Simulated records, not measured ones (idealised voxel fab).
The name of this process module is voxel ribs on slabs.
Displayed cross-section: cut, width of 290 nm, square cells sized 5 nm.
Cross-section layout: square cells on a grid; listed as bands, top to bottom; a band spans one or more cell rows.
What a band's entry tells you: where the top is and where the bottom is, as heights in nm, and after that what lies inside, material by material from left to right, each with its width in nm. Empty space is written as the word "air", and a single material marked with the word "edge to edge" occupies the band from edge to edge.
We count height from 0. Below that, the starting wafer is all one material. The lowest band never ends at the bottom but goes on down; see "0..down" for how that is written.
You'd read "30 to 40" like this: the band's top row of cells is as wide as the first number, its bottom row is as wide as the second, and going down, every row changes width by the same amount as the row before did.
No cell of the cross-section changed in a step that is given as "everything unchanged".
Heads up: "Closed void inventory" only lists the empty pockets with no open path to the top that are 8 cells or more, and it writes them as width x height at distance, distance from the left edge, in nm.
It should be noted that, on the line of a given step, the content following the step's settings is a remark produced by the simulator itself with respect to that step.
A step's line can hold "overlay nm"; with a mask on that step, the setting says how far right of the planned place the mask lay, while a negative setting says it lay to the left.
# The planned process steps are enumerated hereunder
1: RECEIVE [material Si]
2: DIRECTIONAL_DEP [material SiO2] [thk nm 25]
3: DIRECTIONAL_DEP [material polySi] [thk nm 20]
4: DIRECTIONAL_DEP [material aC] [thk nm 15]
5: PATTERN [tone cover] [mask id RIB] [material resist] [width nm 25] [thk nm 35] [overlay nm 0]
6: DIRECTIONAL_ETCH [etch materials aC] [depth nm 15]
7: STRIP [etch materials resist]
8: DIRECTIONAL_ETCH [etch materials polySi] [depth nm 5]
9: STRIP [etch materials aC]
10: DIRECTIONAL_DEP [material aC] [thk nm 15]
11: PATTERN [tone cover] [mask id SLAB] [material resist] [width nm 85] [thk nm 30] [overlay nm 0]
12: DIRECTIONAL_ETCH [etch materials aC] [depth nm 15]
13: STRIP [etch materials resist]
14: DIRECTIONAL_ETCH [etch materials polySi] [depth nm 15]
15: STRIP [etch materials aC]
16: FILL_DEP [material SiO2] [thk nm 20]
17: CMP [height nm 55]
18: DIRECTIONAL_DEP [material TiN] [thk nm 10]
19: PATTERN [tone cover] [mask id HEATER] [material resist] [width nm 35] [thk nm 20] [overlay nm 0]
20: DIRECTIONAL_ETCH [etch materials TiN] [depth nm 10]
21: STRIP [etch materials resist]
22: CONFORMAL_DEP [material SiO2] [thk nm 10]
# Cross-section of the wafer upon arrival, representing the state reached after step 1
> 0..down | Si edge to edge
> Closed void inventory: none
# Result of the module, cross-sectioned: start per above, plan per above, one error in how it was run
> 75..65 | air: 115, then SiO2: 55, then air: 120
> 65..55 | SiO2: 125, then TiN: 35, then SiO2: 130
> 55..45 | SiO2 edge to edge
> 45..40 | SiO2: 100, then polySi: 30, then SiO2: 25, then polySi: 30, then SiO2: 105
> 40..30 | SiO2: 100, then polySi: 85, then SiO2: 105
> 30..25 | polySi edge to edge
> 25..0 | SiO2 edge to edge
> 0..down | Si edge to edge
> Closed void inventory: none
Want to know what went wrong? step 5 ran as: PATTERN [tone open] [mask id RIB] [material resist] [width nm 25] [thk nm 35] [overlay nm 0]
